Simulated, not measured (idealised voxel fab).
process module | voxel fin reveal
cross-section cut | 160 nm wide | cells 5 nm
A cross-section is a grid of square cells, given in bands from the top down. A band is one or more rows of cells.
Each band's line starts with the height of the band's top and of its bottom, in nm. Then come its materials from left to right, each with its width in nm. One material with "throughout" fills the band from edge to edge. "air" is empty space.
Height 0 is the level under which the wafer as received is all one material. The lowest band goes on downwards, as in "0 down".
A width such as "30 to 40" changes by the same amount from each row of cells to the next, from the band's top row to its bottom row.
"no change" after a step means that no cell of the cross-section changed.
closed voids: empty space of 8 cells or more with no open way to the top, each as width x height at its distance from the left edge, in nm
after a step's settings: what the simulator itself notes on the step
overlay nm, on a step with a mask: how far to the right of its planned place the mask lay; to the left if negative
plan
1 op RECEIVE | material Si
2 op CONFORMAL_DEP | material SiN | thk nm 10
3 op PATTERN | tone cover | mask id FINS | material resist | width nm 15 | pitch nm 40 | thk nm 20 | overlay nm 0
4 op DIRECTIONAL_ETCH | etch materials SiN | depth nm 10
5 op DIRECTIONAL_ETCH | etch materials Si | depth nm 30
6 op STRIP | etch materials resist
7 op OXIDIZE | depth nm 5
8 op FILL_DEP | material SiO2 | thk nm 5
9 op CMP | height nm 10
10 op SELECTIVE_ETCH | etch materials SiO2 | depth nm 25
11 op STRIP | etch materials SiN
12 op CONFORMAL_DEP | material HfO2 | thk nm 5
as received, after step 1
  0 down: Si throughout
  closed voids: none
first wafer at the end, as planned
  5 to 0: air 30 | HfO2 15 | air 25 | HfO2 15 | air 25 | HfO2 15 | air 35
  0 to -10: air 30 | HfO2 5 | Si 5 | HfO2 5 | air 25 | HfO2 5 | Si 5 | HfO2 5 | air 25 | HfO2 5 | Si 5 | HfO2 5 | air 35
  -10 to -15: HfO2 35 | Si 5 | HfO2 35 | Si 5 | HfO2 35 | Si 5 | HfO2 40
  -15 to -35: SiO2 35 | Si 5 | SiO2 35 | Si 5 | SiO2 35 | Si 5 | SiO2 40
  -35 down: Si throughout
  closed voids: none
second wafer at the end: like start, like plan, one mistake
  15 to 0: air 20 | HfO2 35 | air 5 | HfO2 35 | air 5 | HfO2 35 | air 25
  0 to -15: HfO2 35 | Si 5 | HfO2 35 | Si 5 | HfO2 35 | Si 5 | HfO2 40
  -15 to -35: SiO2 35 | Si 5 | SiO2 35 | Si 5 | SiO2 35 | Si 5 | SiO2 40
  -35 down: Si throughout
  closed voids: none
what went wrong: step 12 ran as: op CONFORMAL_DEP | material HfO2 | thk nm 15
at the end the second wafer has, in cells: 100 more of HfO2
